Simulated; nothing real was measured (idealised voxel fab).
Presented below is a process module, voxel air gaps.
The cross-section shown here is cut; it is 270 nm wide and divided into square cells measuring 5 nm on a side.
Think of the cross-section as a grid of square cells. We describe it in bands, top to bottom, and each band covers one or more rows of those cells. Band entry format. Leading values: height of top, height of bottom, nm. Remainder: materials in left-to-right order, each with its width in nm. Special words: "full width" on a single material, which then fills the band edge to edge; "air", empty space. Convention: height 0 is the level below which the wafer, as received, is all one material. The lowest band does not terminate at the bottom but continues downward, represented as "z 0 and below". When a width is written as two numbers, as in "30->40", the first number is the width in the top row of cells of the band and the second is the width in its bottom row, and the width changes by the same amount from each row to the next. Any step labelled "all unchanged" changed none of the cells in the cross-section. "Enclosed void listing": empty spaces of 8 cells or more with no open way to the top, each given as width x height at distance, distance from the left edge, all in nm. Note: text after step settings on the step line = simulator remark on that step. overlay nm: on a step with a mask, how far right of its planned place the mask lay; negative means left.

Below is the list of planned process steps
1: RECEIVE: material Si
2: CONFORMAL_DEP: material SiO2, thk nm 10
3: CONFORMAL_DEP: material SiCN, thk nm 5
4: DIRECTIONAL_DEP: material lowk, thk nm 40
5: DIRECTIONAL_DEP: material aC, thk nm 15
6: PATTERN: tone open, mask id LINES, material resist, width nm 15, pitch nm 40, thk nm 35, overlay nm 0
7: DIRECTIONAL_ETCH: etch materials aC, depth nm 15
8: STRIP: etch materials resist
9: DIRECTIONAL_ETCH: etch materials lowk, depth nm 40
10: STRIP: etch materials aC
11: CONFORMAL_DEP: material TiN, thk nm 5
12: FILL_DEP: material W, thk nm 10
13: CMP: height nm 55
14: EPI: material Ru, thk nm 10
15: SELECTIVE_ETCH: etch materials lowk, depth nm 50
16: CONFORMAL_DEP: material SiCN, thk nm 5
The plan's step 6 width nm is the first wafer's value; the wafers differ in this setting and start identical.

Sectional view: first of several wafers, as received, after step 1
* z 0 and below | Si full width
* Enclosed void listing: none

Basically each wafer gets a line in the table, showing it at the end of the module: material by material, the cells it gained (+) or lost (-) since we got it, then its closed voids
width nm 15 | +42 Ru | +184 SiCN | +108 SiO2 | +51 TiN | +21 W | Enclosed void listing: 15 x 30 at 105; 15 x 30 at 145
width nm 20 | +48 Ru | +136 SiCN | +108 SiO2 | +54 TiN | +42 W | +64 lowk | Enclosed void listing: none
width nm 25 | +50 Ru | +136 SiCN | +108 SiO2 | +57 TiN | +63 W | +48 lowk | Enclosed void listing: none
